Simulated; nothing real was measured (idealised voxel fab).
process module | voxel quadruple lines
cross-section cut | 245 nm wide | cells 5 nm
A cross-section is a grid of square cells, given in bands from the top down. A band is one or more rows of cells.
Each band's line starts with the height of the band's top and of its bottom, in nm. Then come its materials from left to right, each with its width in nm. One material with "throughout" fills the band from edge to edge. "air" is empty space.
Height 0 is the level under which the wafer as received is all one material. The lowest band goes on downwards, as in "0 down".
A width such as "30 to 40" changes by the same amount from each row of cells to the next, from the band's top row to its bottom row.
"no change" after a step means that no cell of the cross-section changed.
closed voids: empty space of 8 cells or more with no open way to the top, each as width x height at its distance from the left edge, in nm
after a step's settings: what the simulator itself notes on the step
overlay nm, on a step with a mask: how far to the right of its planned place the mask lay; to the left if negative
plan
1 op RECEIVE | material Si
2 op CONFORMAL_DEP | material Al2O3 | thk nm 5
3 op DIRECTIONAL_DEP | material TiN | thk nm 10
4 op DIRECTIONAL_DEP | material polySi | thk nm 20
5 op DIRECTIONAL_DEP | material aC | thk nm 20
6 op PATTERN | tone cover | mask id MANDREL | material resist | width nm 20 | pitch nm 60 | thk nm 25 | overlay nm 0
7 op DIRECTIONAL_ETCH | etch materials aC | depth nm 20
8 op STRIP | etch materials resist
9 op CONFORMAL_DEP | material SiO2 | thk nm 10
10 op DIRECTIONAL_ETCH | etch materials SiO2 | depth nm 10
11 op STRIP | etch materials aC
12 op DIRECTIONAL_ETCH | etch materials polySi | depth nm 20
13 op STRIP | etch materials SiO2
14 op CONFORMAL_DEP | material SiCN | thk nm 5
15 op DIRECTIONAL_ETCH | etch materials SiCN | depth nm 5
16 op STRIP | etch materials polySi
17 op DIRECTIONAL_ETCH | etch materials TiN | depth nm 10
18 op STRIP | etch materials SiCN
19 op FILL_DEP | material SiO2 | thk nm 5
20 op CMP | height nm 15
as received, after step 1
  0 down: Si throughout
  closed voids: none
first wafer at the end, as planned
  15 to 5: SiO2 65 | TiN 5 | SiO2 10 | TiN 5 | SiO2 10 | TiN 5 | SiO2 10 | TiN 5 | SiO2 10 | TiN 5 | SiO2 10 | TiN 5 | SiO2 10 | TiN 5 | SiO2 10 | TiN 5 | SiO2 70
  5 to 0: Al2O3 throughout
  0 down: Si throughout
  closed voids: none
second wafer at the end: like start, like plan, one mistake
  15 to 5: SiO2 60 | TiN 5 | SiO2 10 | TiN 5 | SiO2 10 | TiN 5 | SiO2 10 | TiN 5 | SiO2 10 | TiN 5 | SiO2 10 | TiN 5 | SiO2 10 | TiN 5 | SiO2 10 | TiN 5 | SiO2 75
  5 to 0: Al2O3 throughout
  0 down: Si throughout
  closed voids: none
what went wrong: step 6 ran as: op PATTERN | tone cover | mask id MANDREL | material resist | width nm 20 | pitch nm 60 | thk nm 25 | overlay nm -5
at the end the second wafer has, in cells: as many of each material as the first, in other places
